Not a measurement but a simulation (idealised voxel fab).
process module | voxel self aligned contacts
cross-section cut | 240 nm wide | cells 5 nm
A cross-section is a grid of square cells, given in bands from the top down. A band is one or more rows of cells.
Each band's line starts with the height of the band's top and of its bottom, in nm. Then come its materials from left to right, each with its width in nm. One material with "throughout" fills the band from edge to edge. "air" is empty space.
Height 0 is the level under which the wafer as received is all one material. The lowest band goes on downwards, as in "0 down".
A width such as "30 to 40" changes by the same amount from each row of cells to the next, from the band's top row to its bottom row.
"no change" after a step means that no cell of the cross-section changed.
closed voids: empty space of 8 cells or more with no open way to the top, each as width x height at its distance from the left edge, in nm
after a step's settings: what the simulator itself notes on the step
overlay nm, on a step with a mask: how far to the right of its planned place the mask lay; to the left if negative
plan
1 op RECEIVE | material Si
2 op OXIDIZE | depth nm 5
3 op DIRECTIONAL_DEP | material polySi | thk nm 30
4 op DIRECTIONAL_DEP | material SiN | thk nm 20
5 op DIRECTIONAL_DEP | material aC | thk nm 10
6 op PATTERN | tone cover | mask id GATE | material resist | width nm 15 | pitch nm 65 | thk nm 30 | overlay nm 0
7 op DIRECTIONAL_ETCH | etch materials aC | depth nm 10
8 op STRIP | etch materials resist
9 op DIRECTIONAL_ETCH | etch materials SiN | depth nm 20
10 op DIRECTIONAL_ETCH | etch materials polySi | depth nm 30
11 op STRIP | etch materials aC
12 op CONFORMAL_DEP | material SiN | thk nm 10
13 op DIRECTIONAL_ETCH | etch materials SiN | depth nm 10
14 op FILL_DEP | material SiO2 | thk nm 15
15 op CMP | height nm 60
16 op DIRECTIONAL_DEP | material aC | thk nm 10
17 op PATTERN | tone open | mask id CONTACT | material resist | width nm 50 | thk nm 25 | overlay nm 0
18 op DIRECTIONAL_ETCH | etch materials aC | depth nm 10
19 op STRIP | etch materials resist
20 op DIRECTIONAL_ETCH | etch materials SiO2 | depth nm 65
21 op STRIP | etch materials aC
22 op CONFORMAL_DEP | material TiN | thk nm 5
23 op FILL_DEP | material W | thk nm 5
24 op CMP | height nm 60
25 op CONFORMAL_DEP | material SiN | thk nm 5
varied across the wafers: width nm of step 6. The plan shows the first wafer's value. All wafers start alike
first wafer as received, after step 1
  0 down: Si throughout
  closed voids: none
each wafer at the end: cells of each material gained (+) or lost (-) since it was received, then its closed voids
width nm 15 | -48 Si | +152 SiN | +398 SiO2 | +34 TiN | +52 W | +36 polySi | closed voids: none
width nm 20 | -48 Si | +160 SiN | +389 SiO2 | +34 TiN | +41 W | +48 polySi | closed voids: none
width nm 25 | -48 Si | +168 SiN | +380 SiO2 | +34 TiN | +30 W | +60 polySi | closed voids: none
width nm 30 | -48 Si | +176 SiN | +371 SiO2 | +34 TiN | +19 W | +72 polySi | closed voids: none
width nm 35 | -48 Si | +184 SiN | +362 SiO2 | +34 TiN | +8 W | +84 polySi | closed voids: none
width nm 40 | -48 Si | +192 SiN | +353 SiO2 | +23 TiN | +8 W | +96 polySi | closed voids: none
